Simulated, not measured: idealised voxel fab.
Process module in this document: voxel spacer lines
Each square cell in cross-section cut measures 5 nm, and the section as a whole is 205 nm wide.
Cross-section layout: square cells on a grid; listed as bands, top to bottom; a band spans one or more cell rows. The entry gives the band's vertical extent as a top height and a bottom height in nm, then its horizontal make-up as materials from left to right, each with a width in nm. "empty" stands for empty space; a single material marked "all across" fills the band edge to edge. Height datum 0, below which the as-received substrate wafer is one material. Lowest band open at the bottom, running downward: "0 nm and below". It should be noted that a width expressed as "30 to 40" varies in equal increments from row to row of cells within the band, taking the value of the first number at the top row and that of the second number at the bottom row. "nothing got changed" (step): cross-section cells unchanged, all of them. Any empty space of 8 cells or more lacking an open way to the top shows up in "Closed void entries" as width x height at distance, distance from the left edge, in nm. Where a step's line continues beyond its settings, the continuation is a remark by the simulator itself on that step. A step's line can hold "overlay nm"; with a mask on that step, the setting says how far right of the planned place the mask lay, while a negative setting says it lay to the left.
**The steps planned for the process are as follows**
1,RECEIVE: material Si
2,CONFORMAL_DEP: material Al2O3, thk nm 10
3,DIRECTIONAL_DEP: material SiN, thk nm 20
4,DIRECTIONAL_DEP: material polySi, thk nm 20
5,PATTERN: tone cover, mask id MANDREL, material resist, width nm 15, pitch nm 70, thk nm 30, overlay nm 0
6,DIRECTIONAL_ETCH: etch materials polySi, depth nm 20
7,STRIP: etch materials resist
8,CONFORMAL_DEP: material SiO2, thk nm 15
9,DIRECTIONAL_ETCH: etch materials SiO2, depth nm 15
10,STRIP: etch materials polySi
11,DIRECTIONAL_ETCH: etch materials SiN, depth nm 20
12,STRIP: etch materials SiO2
Variable across wafers: step 5 width nm (plan value is that of the first wafer; starting state common to all).
**Cross-section of the first of several wafers on receipt, reflecting completion of step 1**
- 0 nm and below  Si all across
- Closed void entries: none
**Below, a row for every wafer. Read it as the end-of-module picture: for each material the wafer shows its cells gained (+) or lost (-) since it was received, and then its closed voids**
width nm 15 | +82 Al2O3 | +72 SiN | Closed void entries: none
width nm 20 | +82 Al2O3 | +72 SiN | Closed void entries: none
width nm 25 | +82 Al2O3 | +72 SiN | Closed void entries: none
width nm 30 | +82 Al2O3 | +72 SiN | Closed void entries: none
width nm 35 | +82 Al2O3 | +72 SiN | Closed void entries: none
